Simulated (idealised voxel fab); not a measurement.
process module | voxel self aligned contacts
cross-section cut | 260 nm wide | cells 5 nm
A cross-section is a grid of square cells, given in bands from the top down. A band is one or more rows of cells.
Each band's line starts with the height of the band's top and of its bottom, in nm. Then come its materials from left to right, each with its width in nm. One material with "throughout" fills the band from edge to edge. "air" is empty space.
Height 0 is the level under which the wafer as received is all one material. The lowest band goes on downwards, as in "0 down".
A width such as "30 to 40" changes by the same amount from each row of cells to the next, from the band's top row to its bottom row.
"no change" after a step means that no cell of the cross-section changed.
closed voids: empty space of 8 cells or more with no open way to the top, each as width x height at its distance from the left edge, in nm
after a step's settings: what the simulator itself notes on the step
overlay nm, on a step with a mask: how far to the right of its planned place the mask lay; to the left if negative
Each pair below shows a cross-section before one step and the cross-section after it, down to the lowest band that changed. The line under each pair gives the step between them, with its settings. The pairs can come from different runs of this module on the same starting wafer, so a pair continues from the pair above only where its "before" says so.
before
  0 down: Si throughout
  closed voids: none
after
  5 to 0: SiO2 throughout
  below 0: unchanged
  closed voids: none
the step between: op CONFORMAL_DEP | material SiO2 | thk nm 5
before: the cross-section after the pair above
after
  35 to 5: polySi throughout
  below 5: unchanged
  closed voids: none
the step between: op DIRECTIONAL_DEP | material polySi | thk nm 30
before: the cross-section after the pair above
after
  60 to 35: SiN throughout
  below 35: unchanged
  closed voids: none
the step between: op DIRECTIONAL_DEP | material SiN | thk nm 25
before: the cross-section after the pair above
after
  60 to 35: air 55 | SiN 25 | air 35 | SiN 25 | air 35 | SiN 25 | air 60
  below 35: unchanged
  closed voids: none
the step between: op MASKED_ETCH | tone cover | mask id GATE | width nm 25 | pitch nm 60 | etch materials SiN | depth nm 25 | overlay nm 0
before: the cross-section after the pair above
after
  60 to 35: air 55 | SiN 25 | air 35 | SiN 25 | air 35 | SiN 25 | air 60
  35 to 5: air 55 | polySi 25 | air 35 | polySi 25 | air 35 | polySi 25 | air 60
  below 5: unchanged
  closed voids: none
the step between: op MASKED_ETCH | tone cover | mask id GATE | width nm 25 | pitch nm 60 | etch materials polySi | depth nm 30 | overlay nm 0
before: the cross-section after the pair above
after
  70 to 35: air 45 | SiN 45 | air 15 | SiN 45 | air 15 | SiN 45 | air 50
  35 to 15: air 45 | SiN 10 | polySi 25 | SiN 10 | air 15 | SiN 10 | polySi 25 | SiN 10 | air 15 | SiN 10 | polySi 25 | SiN 10 | air 50
  15 to 5: SiN 55 | polySi 25 | SiN 35 | polySi 25 | SiN 35 | polySi 25 | SiN 60
  below 5: unchanged
  closed voids: none
the step between: op CONFORMAL_DEP | material SiN | thk nm 10
before: the cross-section after the pair above
after
  60 to 35: air 45 | SiN 45 | air 15 | SiN 45 | air 15 | SiN 45 | air 50
  35 to 5: air 45 | SiN 10 | polySi 25 | SiN 10 | air 15 | SiN 10 | polySi 25 | SiN 10 | air 15 | SiN 10 | polySi 25 | SiN 10 | air 50
  below 5: unchanged
  closed voids: none
the step between: op DIRECTIONAL_ETCH | etch materials SiN | depth nm 10
before: the cross-section after the pair above
after
  75 to 60: SiO2 throughout
  60 to 35: SiO2 45 | SiN 45 | SiO2 15 | SiN 45 | SiO2 15 | SiN 45 | SiO2 50
  35 to 5: SiO2 45 | SiN 10 | polySi 25 | SiN 10 | SiO2 15 | SiN 10 | polySi 25 | SiN 10 | SiO2 15 | SiN 10 | polySi 25 | SiN 10 | SiO2 50
  below 5: unchanged
  closed voids: none
the step between: op FILL_DEP | material SiO2 | thk nm 15
before: the cross-section after the pair above
after
  65 to 60: SiO2 throughout
  below 60: unchanged
  closed voids: none
the step between: op CMP | height nm 65
before: the cross-section after the pair above
after
  65 to 60: SiO2 75 | air 45 | SiO2 15 | air 45 | SiO2 80
  60 to 35: SiO2 45 | SiN 45 | air 15 | SiN 45 | air 15 | SiN 45 | SiO2 50
  35 to 5: SiO2 45 | SiN 10 | polySi 25 | SiN 10 | air 15 | SiN 10 | polySi 25 | SiN 10 | air 15 | SiN 10 | polySi 25 | SiN 10 | SiO2 50
  5 to 0: SiO2 90 | air 15 | SiO2 45 | air 15 | SiO2 95
  below 0: unchanged
  closed voids: none
the step between: op MASKED_ETCH | tone open | mask id CONTACT | width nm 45 | pitch nm 60 | etch materials SiO2 | depth nm 65 | overlay nm 0
before: the cross-section after the pair above
after
  70 to 65: TiN 80 | air 35 | TiN 25 | air 35 | TiN 85
  65 to 60: SiO2 75 | TiN 20 | air 5 | TiN 20 | SiO2 15 | TiN 20 | air 5 | TiN 20 | SiO2 80
  60 to 35: SiO2 45 | SiN 45 | TiN 5 | air 5 | TiN 5 | SiN 45 | TiN 5 | air 5 | TiN 5 | SiN 45 | SiO2 50
  35 to 5: SiO2 45 | SiN 10 | polySi 25 | SiN 10 | TiN 5 | air 5 | TiN 5 | SiN 10 | polySi 25 | SiN 10 | TiN 5 | air 5 | TiN 5 | SiN 10 | polySi 25 | SiN 10 | SiO2 50
  5 to 0: SiO2 90 | TiN 15 | SiO2 45 | TiN 15 | SiO2 95
  below 0: unchanged
  closed voids: none
the step between: op CONFORMAL_DEP | material TiN | thk nm 5
before: the cross-section after the pair above
after
  75 to 70: W throughout
  70 to 65: TiN 80 | W 35 | TiN 25 | W 35 | TiN 85
  65 to 60: SiO2 75 | TiN 20 | W 5 | TiN 20 | SiO2 15 | TiN 20 | W 5 | TiN 20 | SiO2 80
  60 to 35: SiO2 45 | SiN 45 | TiN 5 | W 5 | TiN 5 | SiN 45 | TiN 5 | W 5 | TiN 5 | SiN 45 | SiO2 50
  35 to 5: SiO2 45 | SiN 10 | polySi 25 | SiN 10 | TiN 5 | W 5 | TiN 5 | SiN 10 | polySi 25 | SiN 10 | TiN 5 | W 5 | TiN 5 | SiN 10 | polySi 25 | SiN 10 | SiO2 50
  below 5: unchanged
  closed voids: none
the step between: op FILL_DEP | material W | thk nm 5
before: the cross-section after the pair above
after
  65 to 60: SiO2 75 | TiN 20 | W 5 | TiN 20 | SiO2 15 | TiN 20 | W 5 | TiN 20 | SiO2 80
  below 60: unchanged
  closed voids: none
the step between: op CMP | height nm 65
before: the cross-section after the pair above
after
  70 to 65: SiCN throughout
  below 65: unchanged
  closed voids: none
the step between: op CONFORMAL_DEP | material SiCN | thk nm 5
before
  0 down: Si throughout
  closed voids: none
after
  30 to 0: polySi throughout
  below 0: unchanged
  closed voids: none
the step between: op DIRECTIONAL_DEP | material polySi | thk nm 30
before: the cross-section after the pair above
after
  55 to 30: SiN throughout
  below 30: unchanged
  closed voids: none
the step between: op DIRECTIONAL_DEP | material SiN | thk nm 25
before: the cross-section after the pair above
after
  55 to 30: air 55 | SiN 25 | air 35 | SiN 25 | air 35 | SiN 25 | air 60
  below 30: unchanged
  closed voids: none
the step between: op MASKED_ETCH | tone cover | mask id GATE | width nm 25 | pitch nm 60 | etch materials SiN | depth nm 25 | overlay nm 0
before: the cross-section after the pair above
after
  55 to 30: air 55 | SiN 25 | air 35 | SiN 25 | air 35 | SiN 25 | air 60
  30 to 0: air 55 | polySi 25 | air 35 | polySi 25 | air 35 | polySi 25 | air 60
  below 0: unchanged
  closed voids: none
the step between: op MASKED_ETCH | tone cover | mask id GATE | width nm 25 | pitch nm 60 | etch materials polySi | depth nm 30 | overlay nm 0
before: the cross-section after the pair above
after
  65 to 30: air 45 | SiN 45 | air 15 | SiN 45 | air 15 | SiN 45 | air 50
  30 to 10: air 45 | SiN 10 | polySi 25 | SiN 10 | air 15 | SiN 10 | polySi 25 | SiN 10 | air 15 | SiN 10 | polySi 25 | SiN 10 | air 50
  10 to 0: SiN 55 | polySi 25 | SiN 35 | polySi 25 | SiN 35 | polySi 25 | SiN 60
  below 0: unchanged
  closed voids: none
the step between: op CONFORMAL_DEP | material SiN | thk nm 10
before: the cross-section after the pair above
after
  55 to 30: air 45 | SiN 45 | air 15 | SiN 45 | air 15 | SiN 45 | air 50
  30 to 0: air 45 | SiN 10 | polySi 25 | SiN 10 | air 15 | SiN 10 | polySi 25 | SiN 10 | air 15 | SiN 10 | polySi 25 | SiN 10 | air 50
  below 0: unchanged
  closed voids: none
the step between: op DIRECTIONAL_ETCH | etch materials SiN | depth nm 10
before: the cross-section after the pair above
after
  70 to 55: SiO2 throughout
  55 to 30: SiO2 45 | SiN 45 | SiO2 15 | SiN 45 | SiO2 15 | SiN 45 | SiO2 50
  30 to 0: SiO2 45 | SiN 10 | polySi 25 | SiN 10 | SiO2 15 | SiN 10 | polySi 25 | SiN 10 | SiO2 15 | SiN 10 | polySi 25 | SiN 10 | SiO2 50
  below 0: unchanged
  closed voids: none
the step between: op FILL_DEP | material SiO2 | thk nm 15
before: the cross-section after the pair above
after
  65 to 55: SiO2 throughout
  below 55: unchanged
  closed voids: none
the step between: op CMP | height nm 65
before: the cross-section after the pair above
after
  65 to 55: SiO2 75 | air 45 | SiO2 15 | air 45 | SiO2 80
  55 to 30: SiO2 45 | SiN 45 | air 15 | SiN 45 | air 15 | SiN 45 | SiO2 50
  30 to 0: SiO2 45 | SiN 10 | polySi 25 | SiN 10 | air 15 | SiN 10 | polySi 25 | SiN 10 | air 15 | SiN 10 | polySi 25 | SiN 10 | SiO2 50
  below 0: unchanged
  closed voids: none
the step between: op MASKED_ETCH | tone open | mask id CONTACT | width nm 45 | pitch nm 60 | etch materials SiO2 | depth nm 65 | overlay nm 0
before: the cross-section after the pair above
after
  70 to 65: TiN 80 | air 35 | TiN 25 | air 35 | TiN 85
  65 to 55: SiO2 75 | TiN 5 to 20 | air 35 to 5 | TiN 5 to 20 | SiO2 15 | TiN 5 to 20 | air 35 to 5 | TiN 5 to 20 | SiO2 80
  55 to 30: SiO2 45 | SiN 45 | TiN 5 | air 5 | TiN 5 | SiN 45 | TiN 5 | air 5 | TiN 5 | SiN 45 | SiO2 50
  30 to 5: SiO2 45 | SiN 10 | polySi 25 | SiN 10 | TiN 5 | air 5 | TiN 5 | SiN 10 | polySi 25 | SiN 10 | TiN 5 | air 5 | TiN 5 | SiN 10 | polySi 25 | SiN 10 | SiO2 50
  5 to 0: SiO2 45 | SiN 10 | polySi 25 | SiN 10 | TiN 15 | SiN 10 | polySi 25 | SiN 10 | TiN 15 | SiN 10 | polySi 25 | SiN 10 | SiO2 50
  below 0: unchanged
  closed voids: none
the step between: op CONFORMAL_DEP | material TiN | thk nm 5
before: the cross-section after the pair above
after
  75 to 70: W throughout
  70 to 65: TiN 80 | W 35 | TiN 25 | W 35 | TiN 85
  65 to 55: SiO2 75 | TiN 5 to 20 | W 35 to 5 | TiN 5 to 20 | SiO2 15 | TiN 5 to 20 | W 35 to 5 | TiN 5 to 20 | SiO2 80
  55 to 30: SiO2 45 | SiN 45 | TiN 5 | W 5 | TiN 5 | SiN 45 | TiN 5 | W 5 | TiN 5 | SiN 45 | SiO2 50
  30 to 5: SiO2 45 | SiN 10 | polySi 25 | SiN 10 | TiN 5 | W 5 | TiN 5 | SiN 10 | polySi 25 | SiN 10 | TiN 5 | W 5 | TiN 5 | SiN 10 | polySi 25 | SiN 10 | SiO2 50
  below 5: unchanged
  closed voids: none
the step between: op FILL_DEP | material W | thk nm 5
before: the cross-section after the pair above
after
  65 to 55: SiO2 75 | TiN 5 to 20 | W 35 to 5 | TiN 5 to 20 | SiO2 15 | TiN 5 to 20 | W 35 to 5 | TiN 5 to 20 | SiO2 80
  below 55: unchanged
  closed voids: none
the step between: op CMP | height nm 65
before: the cross-section after the pair above
after
  70 to 65: SiCN throughout
  below 65: unchanged
  closed voids: none
the step between: op CONFORMAL_DEP | material SiCN | thk nm 5
before
  60 to 35: SiN throughout
  35 to 5: polySi throughout
  5 to 0: SiO2 throughout
  0 down: Si throughout
  closed voids: none
after
  85 to 35: SiN throughout
  below 35: unchanged
  closed voids: none
the step between: op DIRECTIONAL_DEP | material SiN | thk nm 25
before: the cross-section after the pair above
after
  85 to 60: air 55 | SiN 25 | air 35 | SiN 25 | air 35 | SiN 25 | air 60
  below 60: unchanged
  closed voids: none
the step between: op MASKED_ETCH | tone cover | mask id GATE | width nm 25 | pitch nm 60 | etch materials SiN | depth nm 25 | overlay nm 0
before: the cross-section after the pair above
after
  95 to 70: air 45 | SiN 45 | air 15 | SiN 45 | air 15 | SiN 45 | air 50
  70 to 35: SiN throughout
  below 35: unchanged
  closed voids: none
the step between: op CONFORMAL_DEP | material SiN | thk nm 10
before: the cross-section after the pair above
after
  85 to 60: air 45 | SiN 45 | air 15 | SiN 45 | air 15 | SiN 45 | air 50
  below 60: unchanged
  closed voids: none
the step between: op DIRECTIONAL_ETCH | etch materials SiN | depth nm 10
before: the cross-section after the pair above
after
  100 to 85: SiO2 throughout
  85 to 60: SiO2 45 | SiN 45 | SiO2 15 | SiN 45 | SiO2 15 | SiN 45 | SiO2 50
  below 60: unchanged
  closed voids: none
the step between: op FILL_DEP | material SiO2 | thk nm 15
before: the cross-section after the pair above
after
  65 to 60: SiO2 45 | SiN 45 | SiO2 15 | SiN 45 | SiO2 15 | SiN 45 | SiO2 50
  below 60: unchanged
  closed voids: none
the step between: op CMP | height nm 65
before: the cross-section after the pair above
after
  65 to 60: SiO2 45 | SiN 45 | air 15 | SiN 45 | air 15 | SiN 45 | SiO2 50
  below 60: unchanged
  closed voids: none
the step between: op MASKED_ETCH | tone open | mask id CONTACT | width nm 45 | pitch nm 60 | etch materials SiO2 | depth nm 65 | overlay nm 0
before: the cross-section after the pair above
after
  70 to 65: TiN 95 | air 5 | TiN 55 | air 5 | TiN 100
  65 to 60: SiO2 45 | SiN 45 | TiN 15 | SiN 45 | TiN 15 | SiN 45 | SiO2 50
  below 60: unchanged
  closed voids: none
the step between: op CONFORMAL_DEP | material TiN | thk nm 5
before: the cross-section after the pair above
after
  75 to 70: W throughout
  70 to 65: TiN 95 | W 5 | TiN 55 | W 5 | TiN 100
  below 65: unchanged
  closed voids: none
the step between: op FILL_DEP | material W | thk nm 5
before: the cross-section after the pair above
after
  65 to 60: SiO2 45 | SiN 45 | TiN 15 | SiN 45 | TiN 15 | SiN 45 | SiO2 50
  below 60: unchanged
  closed voids: none
the step between: op CMP | height nm 65
before: the cross-section after the pair above
after
  70 to 65: SiCN throughout
  below 65: unchanged
  closed voids: none
the step between: op CONFORMAL_DEP | material SiCN | thk nm 5
before
  5 to 0: SiO2 throughout
  0 down: Si throughout
  closed voids: none
after
  30 to 5: SiN throughout
  below 5: unchanged
  closed voids: none
the step between: op DIRECTIONAL_DEP | material SiN | thk nm 25
before: the cross-section after the pair above
after
  60 to 30: polySi throughout
  below 30: unchanged
  closed voids: none
the step between: op DIRECTIONAL_DEP | material polySi | thk nm 30
before: the cross-section after the pair above
after
  60 to 30: air 55 | polySi 25 | air 35 | polySi 25 | air 35 | polySi 25 | air 60
  below 30: unchanged
  closed voids: none
the step between: op MASKED_ETCH | tone cover | mask id GATE | width nm 25 | pitch nm 60 | etch materials polySi | depth nm 30 | overlay nm 0
before: the cross-section after the pair above
after
  70 to 60: air 45 | SiN 45 | air 15 | SiN 45 | air 15 | SiN 45 | air 50
  60 to 40: air 45 | SiN 10 | polySi 25 | SiN 10 | air 15 | SiN 10 | polySi 25 | SiN 10 | air 15 | SiN 10 | polySi 25 | SiN 10 | air 50
  40 to 30: SiN 55 | polySi 25 | SiN 35 | polySi 25 | SiN 35 | polySi 25 | SiN 60
  below 30: unchanged
  closed voids: none
the step between: op CONFORMAL_DEP | material SiN | thk nm 10
before: the cross-section after the pair above
after
  60 to 30: air 45 | SiN 10 | polySi 25 | SiN 10 | air 15 | SiN 10 | polySi 25 | SiN 10 | air 15 | SiN 10 | polySi 25 | SiN 10 | air 50
  below 30: unchanged
  closed voids: none
the step between: op DIRECTIONAL_ETCH | etch materials SiN | depth nm 10
before: the cross-section after the pair above
after
  75 to 60: SiO2 throughout
  60 to 30: SiO2 45 | SiN 10 | polySi 25 | SiN 10 | SiO2 15 | SiN 10 | polySi 25 | SiN 10 | SiO2 15 | SiN 10 | polySi 25 | SiN 10 | SiO2 50
  below 30: unchanged
  closed voids: none
the step between: op FILL_DEP | material SiO2 | thk nm 15
before: the cross-section after the pair above
after
  65 to 60: SiO2 throughout
  below 60: unchanged
  closed voids: none
the step between: op CMP | height nm 65
before: the cross-section after the pair above
after
  65 to 60: SiO2 75 | air 45 | SiO2 15 | air 45 | SiO2 80
  60 to 30: SiO2 45 | SiN 10 | polySi 25 | SiN 10 | air 15 | SiN 10 | polySi 25 | SiN 10 | air 15 | SiN 10 | polySi 25 | SiN 10 | SiO2 50
  below 30: unchanged
  closed voids: none
the step between: op MASKED_ETCH | tone open | mask id CONTACT | width nm 45 | pitch nm 60 | etch materials SiO2 | depth nm 65 | overlay nm 0
before: the cross-section after the pair above
after
  70 to 65: TiN 80 | air 35 | TiN 25 | air 35 | TiN 85
  65 to 60: SiO2 75 | TiN 20 | air 5 | TiN 20 | SiO2 15 | TiN 20 | air 5 | TiN 20 | SiO2 80
  60 to 35: SiO2 45 | SiN 10 | polySi 25 | SiN 10 | TiN 5 | air 5 | TiN 5 | SiN 10 | polySi 25 | SiN 10 | TiN 5 | air 5 | TiN 5 | SiN 10 | polySi 25 | SiN 10 | SiO2 50
  35 to 30: SiO2 45 | SiN 10 | polySi 25 | SiN 10 | TiN 15 | SiN 10 | polySi 25 | SiN 10 | TiN 15 | SiN 10 | polySi 25 | SiN 10 | SiO2 50
  below 30: unchanged
  closed voids: none
the step between: op CONFORMAL_DEP | material TiN | thk nm 5
before: the cross-section after the pair above
after
  75 to 70: W throughout
  70 to 65: TiN 80 | W 35 | TiN 25 | W 35 | TiN 85
  65 to 60: SiO2 75 | TiN 20 | W 5 | TiN 20 | SiO2 15 | TiN 20 | W 5 | TiN 20 | SiO2 80
  60 to 35: SiO2 45 | SiN 10 | polySi 25 | SiN 10 | TiN 5 | W 5 | TiN 5 | SiN 10 | polySi 25 | SiN 10 | TiN 5 | W 5 | TiN 5 | SiN 10 | polySi 25 | SiN 10 | SiO2 50
  below 35: unchanged
  closed voids: none
the step between: op FILL_DEP | material W | thk nm 5
before: the cross-section after the pair above
after
  65 to 60: SiO2 75 | TiN 20 | W 5 | TiN 20 | SiO2 15 | TiN 20 | W 5 | TiN 20 | SiO2 80
  below 60: unchanged
  closed voids: none
the step between: op CMP | height nm 65
before: the cross-section after the pair above
after
  70 to 65: SiCN throughout
  below 65: unchanged
  closed voids: none
the step between: op CONFORMAL_DEP | material SiCN | thk nm 5
before
  0 down: Si throughout
  closed voids: none
after
  15 to 0: SiO2 throughout
  below 0: unchanged
  closed voids: none
the step between: op CONFORMAL_DEP | material SiO2 | thk nm 15
before: the cross-section after the pair above
after
  45 to 15: polySi throughout
  below 15: unchanged
  closed voids: none
the step between: op DIRECTIONAL_DEP | material polySi | thk nm 30
before: the cross-section after the pair above
after
  70 to 45: SiN throughout
  below 45: unchanged
  closed voids: none
the step between: op DIRECTIONAL_DEP | material SiN | thk nm 25
before: the cross-section after the pair above
after
  70 to 45: air 55 | SiN 25 | air 35 | SiN 25 | air 35 | SiN 25 | air 60
  below 45: unchanged
  closed voids: none
the step between: op MASKED_ETCH | tone cover | mask id GATE | width nm 25 | pitch nm 60 | etch materials SiN | depth nm 25 | overlay nm 0
before: the cross-section after the pair above
after
  70 to 45: air 55 | SiN 25 | air 35 | SiN 25 | air 35 | SiN 25 | air 60
  45 to 15: air 55 | polySi 25 | air 35 | polySi 25 | air 35 | polySi 25 | air 60
  below 15: unchanged
  closed voids: none
the step between: op MASKED_ETCH | tone cover | mask id GATE | width nm 25 | pitch nm 60 | etch materials polySi | depth nm 30 | overlay nm 0
before: the cross-section after the pair above
after
  80 to 45: air 45 | SiN 45 | air 15 | SiN 45 | air 15 | SiN 45 | air 50
  45 to 25: air 45 | SiN 10 | polySi 25 | SiN 10 | air 15 | SiN 10 | polySi 25 | SiN 10 | air 15 | SiN 10 | polySi 25 | SiN 10 | air 50
  25 to 15: SiN 55 | polySi 25 | SiN 35 | polySi 25 | SiN 35 | polySi 25 | SiN 60
  below 15: unchanged
  closed voids: none
the step between: op CONFORMAL_DEP | material SiN | thk nm 10
before: the cross-section after the pair above
after
  70 to 45: air 45 | SiN 45 | air 15 | SiN 45 | air 15 | SiN 45 | air 50
  45 to 15: air 45 | SiN 10 | polySi 25 | SiN 10 | air 15 | SiN 10 | polySi 25 | SiN 10 | air 15 | SiN 10 | polySi 25 | SiN 10 | air 50
  below 15: unchanged
  closed voids: none
the step between: op DIRECTIONAL_ETCH | etch materials SiN | depth nm 10
before: the cross-section after the pair above
after
  85 to 70: SiO2 throughout
  70 to 45: SiO2 45 | SiN 45 | SiO2 15 | SiN 45 | SiO2 15 | SiN 45 | SiO2 50
  45 to 15: SiO2 45 | SiN 10 | polySi 25 | SiN 10 | SiO2 15 | SiN 10 | polySi 25 | SiN 10 | SiO2 15 | SiN 10 | polySi 25 | SiN 10 | SiO2 50
  below 15: unchanged
  closed voids: none
the step between: op FILL_DEP | material SiO2 | thk nm 15
before: the cross-section after the pair above
after
  65 to 45: SiO2 45 | SiN 45 | SiO2 15 | SiN 45 | SiO2 15 | SiN 45 | SiO2 50
  below 45: unchanged
  closed voids: none
the step between: op CMP | height nm 65
before: the cross-section after the pair above
after
  65 to 45: SiO2 45 | SiN 45 | air 15 | SiN 45 | air 15 | SiN 45 | SiO2 50
  45 to 15: SiO2 45 | SiN 10 | polySi 25 | SiN 10 | air 15 | SiN 10 | polySi 25 | SiN 10 | air 15 | SiN 10 | polySi 25 | SiN 10 | SiO2 50
  15 to 0: SiO2 90 | air 15 | SiO2 45 | air 15 | SiO2 95
  below 0: unchanged
  closed voids: none
the step between: op MASKED_ETCH | tone open | mask id CONTACT | width nm 45 | pitch nm 60 | etch materials SiO2 | depth nm 65 | overlay nm 0
before: the cross-section after the pair above
after
  70 to 65: TiN 95 | air 5 | TiN 55 | air 5 | TiN 100
  65 to 45: SiO2 45 | SiN 45 | TiN 5 | air 5 | TiN 5 | SiN 45 | TiN 5 | air 5 | TiN 5 | SiN 45 | SiO2 50
  45 to 15: SiO2 45 | SiN 10 | polySi 25 | SiN 10 | TiN 5 | air 5 | TiN 5 | SiN 10 | polySi 25 | SiN 10 | TiN 5 | air 5 | TiN 5 | SiN 10 | polySi 25 | SiN 10 | SiO2 50
  15 to 5: SiO2 90 | TiN 5 | air 5 | TiN 5 | SiO2 45 | TiN 5 | air 5 | TiN 5 | SiO2 95
  5 to 0: SiO2 90 | TiN 15 | SiO2 45 | TiN 15 | SiO2 95
  below 0: unchanged
  closed voids: none
the step between: op CONFORMAL_DEP | material TiN | thk nm 5
before: the cross-section after the pair above
after
  75 to 70: W throughout
  70 to 65: TiN 95 | W 5 | TiN 55 | W 5 | TiN 100
  65 to 45: SiO2 45 | SiN 45 | TiN 5 | W 5 | TiN 5 | SiN 45 | TiN 5 | W 5 | TiN 5 | SiN 45 | SiO2 50
  45 to 15: SiO2 45 | SiN 10 | polySi 25 | SiN 10 | TiN 5 | W 5 | TiN 5 | SiN 10 | polySi 25 | SiN 10 | TiN 5 | W 5 | TiN 5 | SiN 10 | polySi 25 | SiN 10 | SiO2 50
  15 to 5: SiO2 90 | TiN 5 | W 5 | TiN 5 | SiO2 45 | TiN 5 | W 5 | TiN 5 | SiO2 95
  below 5: unchanged
  closed voids: none
the step between: op FILL_DEP | material W | thk nm 5
before: the cross-section after the pair above
after
  65 to 45: SiO2 45 | SiN 45 | TiN 5 | W 5 | TiN 5 | SiN 45 | TiN 5 | W 5 | TiN 5 | SiN 45 | SiO2 50
  below 45: unchanged
  closed voids: none
the step between: op CMP | height nm 65
before: the cross-section after the pair above
after
  70 to 65: SiCN throughout
  below 65: unchanged
  closed voids: none
the step between: op CONFORMAL_DEP | material SiCN | thk nm 5
before
  60 to 35: SiN throughout
  35 to 5: polySi throughout
  5 to 0: SiO2 throughout
  0 down: Si throughout
  closed voids: none
after
  60 to 35: air 50 | SiN 35 | air 25 | SiN 35 | air 25 | SiN 35 | air 55
  below 35: unchanged
  closed voids: none
the step between: op MASKED_ETCH | tone cover | mask id GATE | width nm 35 | pitch nm 60 | etch materials SiN | depth nm 25 | overlay nm 0
before: the cross-section after the pair above
after
  60 to 35: air 50 | SiN 35 | air 25 | SiN 35 | air 25 | SiN 35 | air 55
  35 to 5: air 50 | polySi 35 | air 25 | polySi 35 | air 25 | polySi 35 | air 55
  below 5: unchanged
  closed voids: none
the step between: op MASKED_ETCH | tone cover | mask id GATE | width nm 25 | pitch nm 60 | etch materials polySi | depth nm 30 | overlay nm 0
before: the cross-section after the pair above
after
  70 to 35: air 40 | SiN 55 | air 5 | SiN 55 | air 5 | SiN 55 | air 45
  35 to 15: air 40 | SiN 10 | polySi 35 | SiN 10 | air 5 | SiN 10 | polySi 35 | SiN 10 | air 5 | SiN 10 | polySi 35 | SiN 10 | air 45
  15 to 5: SiN 50 | polySi 35 | SiN 25 | polySi 35 | SiN 25 | polySi 35 | SiN 55
  below 5: unchanged
  closed voids: none
the step between: op CONFORMAL_DEP | material SiN | thk nm 10
before: the cross-section after the pair above
after
  60 to 35: air 40 | SiN 55 | air 5 | SiN 55 | air 5 | SiN 55 | air 45
  35 to 5: air 40 | SiN 10 | polySi 35 | SiN 10 | air 5 | SiN 10 | polySi 35 | SiN 10 | air 5 | SiN 10 | polySi 35 | SiN 10 | air 45
  below 5: unchanged
  closed voids: none
the step between: op DIRECTIONAL_ETCH | etch materials SiN | depth nm 10
before: the cross-section after the pair above
after
  75 to 60: SiO2 throughout
  60 to 35: SiO2 40 | SiN 55 | SiO2 5 | SiN 55 | SiO2 5 | SiN 55 | SiO2 45
  35 to 5: SiO2 40 | SiN 10 | polySi 35 | SiN 10 | SiO2 5 | SiN 10 | polySi 35 | SiN 10 | SiO2 5 | SiN 10 | polySi 35 | SiN 10 | SiO2 45
  below 5: unchanged
  closed voids: none
the step between: op FILL_DEP | material SiO2 | thk nm 15
before: the cross-section after the pair above
after
  65 to 60: SiO2 throughout
  below 60: unchanged
  closed voids: none
the step between: op CMP | height nm 65
before: the cross-section after the pair above
after
  65 to 60: SiO2 75 | air 45 | SiO2 15 | air 45 | SiO2 80
  60 to 35: SiO2 40 | SiN 55 | air 5 | SiN 55 | air 5 | SiN 55 | SiO2 45
  35 to 5: SiO2 40 | SiN 10 | polySi 35 | SiN 10 | air 5 | SiN 10 | polySi 35 | SiN 10 | air 5 | SiN 10 | polySi 35 | SiN 10 | SiO2 45
  5 to 0: SiO2 95 | air 5 | SiO2 55 | air 5 | SiO2 100
  below 0: unchanged
  closed voids: none
the step between: op MASKED_ETCH | tone open | mask id CONTACT | width nm 45 | pitch nm 60 | etch materials SiO2 | depth nm 65 | overlay nm 0
before: the cross-section after the pair above
after
  70 to 65: TiN 80 | air 35 | TiN 25 | air 35 | TiN 85
  65 to 60: SiO2 75 | TiN 45 | SiO2 15 | TiN 45 | SiO2 80
  60 to 35: SiO2 40 | SiN 55 | TiN 5 | SiN 55 | TiN 5 | SiN 55 | SiO2 45
  35 to 5: SiO2 40 | SiN 10 | polySi 35 | SiN 10 | TiN 5 | SiN 10 | polySi 35 | SiN 10 | TiN 5 | SiN 10 | polySi 35 | SiN 10 | SiO2 45
  5 to 0: SiO2 95 | TiN 5 | SiO2 55 | TiN 5 | SiO2 100
  below 0: unchanged
  closed voids: none
the step between: op CONFORMAL_DEP | material TiN | thk nm 5
before: the cross-section after the pair above
after
  75 to 70: W throughout
  70 to 65: TiN 80 | W 35 | TiN 25 | W 35 | TiN 85
  below 65: unchanged
  closed voids: none
the step between: op FILL_DEP | material W | thk nm 5
before: the cross-section after the pair above
after
  65 to 60: SiO2 75 | TiN 45 | SiO2 15 | TiN 45 | SiO2 80
  below 60: unchanged
  closed voids: none
the step between: op CMP | height nm 65
before: the cross-section after the pair above
after
  70 to 65: SiCN throughout
  below 65: unchanged
  closed voids: none
the step between: op CONFORMAL_DEP | material SiCN | thk nm 5
before
  65 to 60: SiO2 throughout
  60 to 35: SiO2 45 | SiN 45 | SiO2 15 | SiN 45 | SiO2 15 | SiN 45 | SiO2 50
  35 to 5: SiO2 45 | SiN 10 | polySi 25 | SiN 10 | SiO2 15 | SiN 10 | polySi 25 | SiN 10 | SiO2 15 | SiN 10 | polySi 25 | SiN 10 | SiO2 50
  5 to 0: SiO2 throughout
  0 down: Si throughout
  closed voids: none
after
  65 to 60: SiO2 80 | air 45 | SiO2 15 | air 45 | SiO2 75
  60 to 35: SiO2 45 | SiN 45 | air 15 | SiN 45 | air 15 | SiN 45 | SiO2 50
  35 to 5: SiO2 45 | SiN 10 | polySi 25 | SiN 10 | air 15 | SiN 10 | polySi 25 | SiN 10 | air 15 | SiN 10 | polySi 25 | SiN 10 | SiO2 50
  5 to 0: SiO2 90 | air 15 | SiO2 45 | air 15 | SiO2 95
  below 0: unchanged
  closed voids: none
the step between: op MASKED_ETCH | tone open | mask id CONTACT | width nm 45 | pitch nm 60 | etch materials SiO2 | depth nm 65 | overlay nm 5
before: the cross-section after the pair above
after
  70 to 65: TiN 85 | air 35 | TiN 25 | air 35 | TiN 80
  65 to 60: SiO2 80 | TiN 15 | air 5 | TiN 25 | SiO2 15 | TiN 15 | air 5 | TiN 25 | SiO2 75
  60 to 35: SiO2 45 | SiN 45 | TiN 5 | air 5 | TiN 5 | SiN 45 | TiN 5 | air 5 | TiN 5 | SiN 45 | SiO2 50
  35 to 5: SiO2 45 | SiN 10 | polySi 25 | SiN 10 | TiN 5 | air 5 | TiN 5 | SiN 10 | polySi 25 | SiN 10 | TiN 5 | air 5 | TiN 5 | SiN 10 | polySi 25 | SiN 10 | SiO2 50
  5 to 0: SiO2 90 | TiN 15 | SiO2 45 | TiN 15 | SiO2 95
  below 0: unchanged
  closed voids: none
the step between: op CONFORMAL_DEP | material TiN | thk nm 5
